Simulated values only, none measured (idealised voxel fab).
Module name: voxel released beams (process module)
The width of the displayed cross-section, cut, is 275 nm; its cells are square, with a size of 5 nm.
Just so we're on the same page, the cross-sections are grids of square cells, and they're listed out in bands top to bottom, each band one or more rows deep. Within each band entry, the heights of the top and of the bottom of the band appear first, in that order and in nm; the materials of the band then follow from left to right, each with its corresponding width in nm. The designation "all across" on a single material indicates that it fills the band from edge to edge; the designation "empty" indicates empty space. Note: height 0 marks the level under which the wafer is uniformly one material as received. Lowest band unbounded below, written "0 nm and below". So if you see something like "30->40" for the width, read it as the top row of the band sitting at the first number and the bottom row at the second, with every row in between moving by the same amount as the last. "all unchanged" means the step left every cell of the cross-section as it was. Enclosed voids (no open way to top), threshold 8 cells or more, entry "Non-vented voids", notation width x height at distance, distance from left edge, nm. Heads up: the bit after the settings on a step's line is the simulator's remark on that step. For masked steps, "overlay nm" on the step line gives how far right of plan the mask actually lay; a minus sign means it lay to the left.
THE PLANNED PROCESS STEPS ARE ENUMERATED HEREUNDER
1. RECEIVE (material Si)
2. CONFORMAL_DEP (material Al2O3; thk nm 5)
3. DIRECTIONAL_DEP (material SiO2; thk nm 10)
4. DIRECTIONAL_DEP (material aC; thk nm 15)
5. PATTERN (tone open; mask id ANCHOR; material resist; width nm 45; thk nm 35; overlay nm 0)
6. DIRECTIONAL_ETCH (etch materials aC; depth nm 15)
7. STRIP (etch materials resist)
8. DIRECTIONAL_ETCH (etch materials SiO2; depth nm 10)
9. STRIP (etch materials aC)
10. CONFORMAL_DEP (material polySi; thk nm 15)
11. PATTERN (tone cover; mask id BEAM; material resist; width nm 95; thk nm 20; overlay nm 0)
12. DIRECTIONAL_ETCH (etch materials polySi; depth nm 15)
13. STRIP (etch materials resist)
14. STRIP (etch materials SiO2)
FIRST WAFER OF TWO (RUN AS PLANNED)
CROSS-SECTION OF THE WAFER AT RECEIPT, WHICH IS THE CONDITION AFTER STEP 1
* 0 nm and below: Si all across
* Non-vented voids: none
WAFER AFTER STEP 2 (CROSS-SECTION)
* 5 nm to 0 nm: Al2O3 all across
* No changes below 0.
WAFER AFTER STEP 3 (CROSS-SECTION)
* 15 nm to 5 nm: SiO2 all across
* No changes below 5.
WAFER AFTER STEP 4 (CROSS-SECTION)
* 30 nm to 15 nm: aC all across
* No changes below 15.
WAFER AFTER STEP 5 (CROSS-SECTION)
* 65 nm to 30 nm: resist=90 / empty=45 / resist=140
* No changes below 30.
WAFER AFTER STEP 6 (CROSS-SECTION)
* 50 nm to 30 nm: resist=90 / empty=45 / resist=140
* 30 nm to 15 nm: aC=90 / empty=45 / aC=140
* No changes below 15.
WAFER AFTER STEP 7 (CROSS-SECTION)
* 30 nm to 15 nm: aC=90 / empty=45 / aC=140
* No changes below 15.
WAFER AFTER STEP 8 (CROSS-SECTION)
* 30 nm to 15 nm: aC=90 / empty=45 / aC=140
* 15 nm to 5 nm: SiO2=90 / empty=45 / SiO2=140
* No changes below 5.
WAFER AFTER STEP 9 (CROSS-SECTION)
* 15 nm to 5 nm: SiO2=90 / empty=45 / SiO2=140
* No changes below 5.
WAFER AFTER STEP 10 (CROSS-SECTION)
* 30 nm to 20 nm: polySi=105 / empty=15 / polySi=155
* 20 nm to 15 nm: polySi all across
* 15 nm to 5 nm: SiO2=90 / polySi=45 / SiO2=140
* No changes below 5.
WAFER AFTER STEP 11 (CROSS-SECTION)
* 50 nm to 30 nm: empty=85 / resist=95 / empty=95
* 30 nm to 20 nm: polySi=105 / resist=15 / polySi=155
* No changes below 20.
WAFER AFTER STEP 12 (CROSS-SECTION)
* 50 nm to 30 nm: empty=85 / resist=95 / empty=95
* 30 nm to 20 nm: empty=85 / polySi=20 / resist=15 / polySi=60 / empty=95
* 20 nm to 15 nm: empty=85 / polySi=95 / empty=95
* No changes below 15.
WAFER AFTER STEP 13 (CROSS-SECTION)
* 30 nm to 20 nm: empty=85 / polySi=20 / empty=15 / polySi=60 / empty=95
* No changes below 20.
WAFER AFTER STEP 14 (CROSS-SECTION)
* 30 nm to 20 nm: empty=85 / polySi=20 / empty=15 / polySi=60 / empty=95
* 20 nm to 15 nm: empty=85 / polySi=95 / empty=95
* 15 nm to 5 nm: empty=90 / polySi=45 / empty=140
* No changes below 5.
NOTES, SECOND WAFER: START = FIRST WAFER'S, PLAN = FIRST WAFER'S, EXECUTION HAD ONE MISTAKE; HISTORY IDENTICAL TO FIRST THROUGH STEP 4
PLANNED END OF STEP 5: SECOND WAFER, CROSS-SECTION
* 65 nm to 30 nm: resist=95 / empty=45 / resist=135
* No changes below 30.
PLANNED END OF STEP 6: SECOND WAFER, CROSS-SECTION
* 50 nm to 30 nm: resist=95 / empty=45 / resist=135
* 30 nm to 15 nm: aC=95 / empty=45 / aC=135
* No changes below 15.
PLANNED END OF STEP 7: SECOND WAFER, CROSS-SECTION
* 30 nm to 15 nm: aC=95 / empty=45 / aC=135
* No changes below 15.
PLANNED END OF STEP 8: SECOND WAFER, CROSS-SECTION
* 30 nm to 15 nm: aC=95 / empty=45 / aC=135
* 15 nm to 5 nm: SiO2=95 / empty=45 / SiO2=135
* No changes below 5.
PLANNED END OF STEP 9: SECOND WAFER, CROSS-SECTION
* 15 nm to 5 nm: SiO2=95 / empty=45 / SiO2=135
* No changes below 5.
PLANNED END OF STEP 10: SECOND WAFER, CROSS-SECTION
* 30 nm to 20 nm: polySi=110 / empty=15 / polySi=150
* 20 nm to 15 nm: polySi all across
* 15 nm to 5 nm: SiO2=95 / polySi=45 / SiO2=135
* No changes below 5.
PLANNED END OF STEP 11: SECOND WAFER, CROSS-SECTION
* 50 nm to 30 nm: empty=85 / resist=95 / empty=95
* 30 nm to 20 nm: polySi=110 / resist=15 / polySi=150
* No changes below 20.
PLANNED END OF STEP 12: SECOND WAFER, CROSS-SECTION
* 50 nm to 30 nm: empty=85 / resist=95 / empty=95
* 30 nm to 20 nm: empty=85 / polySi=25 / resist=15 / polySi=55 / empty=95
* 20 nm to 15 nm: empty=85 / polySi=95 / empty=95
* No changes below 15.
PLANNED END OF STEP 13: SECOND WAFER, CROSS-SECTION
* 30 nm to 20 nm: empty=85 / polySi=25 / empty=15 / polySi=55 / empty=95
* No changes below 20.
PLANNED END OF STEP 14: SECOND WAFER, CROSS-SECTION
* 30 nm to 20 nm: empty=85 / polySi=25 / empty=15 / polySi=55 / empty=95
* 20 nm to 15 nm: empty=85 / polySi=95 / empty=95
* 15 nm to 5 nm: empty=95 / polySi=45 / empty=135
* No changes below 5.
What was the processing mistake? step 5, actual vs plan mismatch, actual run PATTERN (tone open; mask id ANCHOR; material resist; width nm 45; thk nm 35; overlay nm 5)
Comparing end states, the material composition by cell count is preserved from the first wafer to the second, while the locations of the cells are not.
